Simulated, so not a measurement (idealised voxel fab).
Process module in this document: voxel tone inversion
In the cross-section labelled cut, the width is 205 nm and each square cell is 5 nm.
Think of the cross-section as a grid of square cells. We describe it in bands, top to bottom, and each band covers one or more rows of those cells.
Top, bottom (nm), then materials left to right with widths (nm); lone material tagged "throughout" fills the whole band edge to edge; "air" = empty space.
Convention: height 0 is the level below which the wafer, as received, is all one material. The lowest band does not terminate at the bottom but continues downward, represented as "0 nm and below".
Read "30 to 40" as a graded width: first number on top, second number at the bottom, same change between each pair of neighbouring rows.
Given "nothing was modified" for a step, no cell of the cross-section differs between before and after that step.
So "Completely enclosed voids" is basically the list of trapped voids: any empty space of 8 cells or more that can't reach the top through an opening. They're written width x height at distance, the distance being from the left edge, and it's all nm.
Where a step's line continues beyond its settings, the continuation is a remark by the simulator itself on that step.
"overlay nm" on a masked step: distance the mask lay right of its planned place, negative for left.
[Here's what the planned process steps look like]
1) RECEIVE with material Si
2) CONFORMAL_DEP with material SiCN, thk nm 10
3) DIRECTIONAL_DEP with material aC, thk nm 15
4) PATTERN with tone cover, mask id POSTS, material resist, width nm 25, pitch nm 45, thk nm 20, overlay nm 0
5) DIRECTIONAL_ETCH with etch materials aC, depth nm 15
6) STRIP with etch materials resist
7) FILL_DEP with material SiO2, thk nm 10
8) CMP with height nm 25
9) STRIP with etch materials aC
[The first of two wafers, run as planned]
[As-received state of the wafer in cross-section, equivalent to post-step 1]
* 0 nm and below = Si throughout
* Completely enclosed voids: none
[Step 2 done - wafer cross-section]
* 10 nm to 0 nm = SiCN throughout
* Under the height 0 nothing was changed.
[Step 3 done - wafer cross-section]
* 25 nm to 10 nm = aC throughout
* Under the height 10 nothing was changed.
[Step 4 done - wafer cross-section]
* 45 nm to 25 nm = air=20, resist=25, air=20, resist=25, air=20, resist=25, air=20, resist=25, air=25
* Under the height 25 nothing was changed.
[Step 5 done - wafer cross-section]
* 30 nm to 25 nm = air=20, resist=25, air=20, resist=25, air=20, resist=25, air=20, resist=25, air=25
* 25 nm to 10 nm = air=20, aC=25, air=20, aC=25, air=20, aC=25, air=20, aC=25, air=25
* Under the height 10 nothing was changed.
[Step 6 done - wafer cross-section]
* 25 nm to 10 nm = air=20, aC=25, air=20, aC=25, air=20, aC=25, air=20, aC=25, air=25
* Under the height 10 nothing was changed.
[Step 7 done - wafer cross-section]
* 35 nm to 25 nm = SiO2 throughout
* 25 nm to 10 nm = SiO2=20, aC=25, SiO2=20, aC=25, SiO2=20, aC=25, SiO2=20, aC=25, SiO2=25
* Under the height 10 nothing was changed.
[Step 8 done - wafer cross-section]
* 25 nm to 10 nm = SiO2=20, aC=25, SiO2=20, aC=25, SiO2=20, aC=25, SiO2=20, aC=25, SiO2=25
* Under the height 10 nothing was changed.
[Step 9 done - wafer cross-section]
* 25 nm to 10 nm = SiO2=20, air=25, SiO2=20, air=25, SiO2=20, air=25, SiO2=20, air=25, SiO2=25
* Under the height 10 nothing was changed.
[Regarding the second of the two wafers: it shared the first wafer's starting condition and process plan, yet one error occurred during its execution. Its history coincides with that of the first wafer up to and including step 1]
[Cross-section of the second wafer when, according to plan, step 2 should have finished]
* 15 nm to 0 nm = SiCN throughout
* Under the height 0 nothing was changed.
[Cross-section of the second wafer when, according to plan, step 3 should have finished]
* 30 nm to 15 nm = aC throughout
* Under the height 15 nothing was changed.
[Cross-section of the second wafer when, according to plan, step 4 should have finished]
* 50 nm to 30 nm = air=20, resist=25, air=20, resist=25, air=20, resist=25, air=20, resist=25, air=25
* Under the height 30 nothing was changed.
[Cross-section of the second wafer when, according to plan, step 5 should have finished]
* 35 nm to 30 nm = air=20, resist=25, air=20, resist=25, air=20, resist=25, air=20, resist=25, air=25
* 30 nm to 15 nm = air=20, aC=25, air=20, aC=25, air=20, aC=25, air=20, aC=25, air=25
* Under the height 15 nothing was changed.
[Cross-section of the second wafer when, according to plan, step 6 should have finished]
* 30 nm to 15 nm = air=20, aC=25, air=20, aC=25, air=20, aC=25, air=20, aC=25, air=25
* Under the height 15 nothing was changed.
[Cross-section of the second wafer when, according to plan, step 7 should have finished]
* 40 nm to 30 nm = SiO2 throughout
* 30 nm to 15 nm = SiO2=20, aC=25, SiO2=20, aC=25, SiO2=20, aC=25, SiO2=20, aC=25, SiO2=25
* Under the height 15 nothing was changed.
[Cross-section of the second wafer when, according to plan, step 8 should have finished]
* 25 nm to 15 nm = SiO2=20, aC=25, SiO2=20, aC=25, SiO2=20, aC=25, SiO2=20, aC=25, SiO2=25
* Under the height 15 nothing was changed.
[Cross-section of the second wafer when, according to plan, step 9 should have finished]
* 25 nm to 15 nm = SiO2=20, air=25, SiO2=20, air=25, SiO2=20, air=25, SiO2=20, air=25, SiO2=25
* Under the height 15 nothing was changed.
The mistake made against the process plan was this: for step 2, the planned setting was not used; the step was instead run as CONFORMAL_DEP with material SiCN, thk nm 15
The final cell counts differ between the wafers, with the second having more or fewer of some materials than the first: SiCN +41, SiO2 -21
